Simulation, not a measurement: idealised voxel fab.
process module | voxel released beams
cross-section cut | 285 nm wide | cells 5 nm
A cross-section is a grid of square cells, given in bands from the top down. A band is one or more rows of cells.
Each band's line starts with the height of the band's top and of its bottom, in nm. Then come its materials from left to right, each with its width in nm. One material with "throughout" fills the band from edge to edge. "air" is empty space.
Height 0 is the level under which the wafer as received is all one material. The lowest band goes on downwards, as in "0 down".
A width such as "30 to 40" changes by the same amount from each row of cells to the next, from the band's top row to its bottom row.
"no change" after a step means that no cell of the cross-section changed.
closed voids: empty space of 8 cells or more with no open way to the top, each as width x height at its distance from the left edge, in nm
after a step's settings: what the simulator itself notes on the step
overlay nm, on a step with a mask: how far to the right of its planned place the mask lay; to the left if negative
plan
1 op RECEIVE | material Si
2 op CONFORMAL_DEP | material Al2O3 | thk nm 5
3 op DIRECTIONAL_DEP | material SiO2 | thk nm 20
4 op MASKED_ETCH | tone open | mask id ANCHOR | width nm 35 | etch materials SiO2 | depth nm 20 | overlay nm 0
5 op CONFORMAL_DEP | material polySi | thk nm 15
6 op MASKED_ETCH | tone cover | mask id BEAM | width nm 80 | etch materials polySi | depth nm 15 | overlay nm 0
7 op STRIP | etch materials SiO2
varied across the wafers: width nm of step 6. The plan shows the first wafer's value. All wafers start alike
first wafer as received, after step 1
  0 down: Si throughout
  closed voids: none
each wafer at the end: cells of each material gained (+) or lost (-) since it was received, then its closed voids
width nm 80 | +57 Al2O3 | +72 polySi | closed voids: none
width nm 85 | +57 Al2O3 | +75 polySi | closed voids: none
width nm 90 | +57 Al2O3 | +78 polySi | closed voids: none
width nm 95 | +57 Al2O3 | +81 polySi | closed voids: none
width nm 100 | +57 Al2O3 | +84 polySi | closed voids: none
width nm 105 | +57 Al2O3 | +87 polySi | closed voids: none
